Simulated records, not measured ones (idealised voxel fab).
Herein follows the process module entitled voxel fin reveal.
The cross-section on display is named cut; it measures 215 nm wide, and its cells are 5 nm squares.
Think of the cross-section as a grid of square cells. We describe it in bands, top to bottom, and each band covers one or more rows of those cells.
In this notation a band is specified by the heights of its top and bottom, in that order and in nm, after which its materials appear from left to right, each paired with its width in nm. The word "throughout" attached to a single material means that material fills the band from edge to edge; the word "air" stands for empty space.
Counting heights begins at 0, where everything beneath is, in the wafer as received, one material. The lowest band has no bottom; it goes on downwards, as "from 0 down" shows.
The two numbers in a width such as "30..40" mark its ends across the band: the first belongs to the top row of cells, the second to the bottom row, and from each row to the next the width moves by the same amount.
"no alterations made" (step): cross-section cells unchanged, all of them.
Under "Listed closed voids" you'll find the enclosed gaps, the ones with no way out to the top, that are 8 cells or bigger; each reads width x height at distance, with distance counted from the left edge, everything in nm.
Past the settings on a step's line: simulator remark, on that step.
overlay nm: right-of-plan distance of the mask on a masked step; negative values mean left-of-plan.

Below is the list of planned process steps
1. RECEIVE, material Si
2. CONFORMAL_DEP, material SiN, thk nm 10
3. MASKED_ETCH, tone cover, mask id FINS, width nm 15, pitch nm 35, etch materials SiN, depth nm 10, overlay nm 0
4. MASKED_ETCH, tone cover, mask id FINS, width nm 15, pitch nm 35, etch materials Si, depth nm 35, overlay nm 0
5. FILL_DEP, material SiO2, thk nm 10
6. CMP, height nm 10
7. SELECTIVE_ETCH, etch materials SiO2, depth nm 20
8. STRIP, etch materials SiN
9. CONFORMAL_DEP, material SiO2, thk nm 5

Cross-sectional view of the wafer in its as-received condition, corresponding to the state after step 1
	from 0 down | Si throughout
	Listed closed voids: none

Cross-section, end of module. Start: as above. Plan: as above. Execution: one mistake
	from 5 to 0 | air: 75, then SiO2: 25, then air: 10, then SiO2: 25, then air: 80
	from 0 to -5 | air: 75, then SiO2: 5, then Si: 15, then SiO2: 5, then air: 10, then SiO2: 5, then Si: 15, then SiO2: 5, then air: 80
	from -5 to -15 | SiO2: 65, then air: 10, then SiO2: 5, then Si: 15, then SiO2: 5, then air: 10, then SiO2: 5, then Si: 15, then SiO2: 5, then air: 10, then SiO2: 70
	from -15 to -35 | SiO2: 80, then Si: 15, then SiO2: 20, then Si: 15, then SiO2: 85
	from -35 down | Si throughout
	Listed closed voids: none
Run error: steps 7 and 8 of the plan were each performed in the slot designated for the other
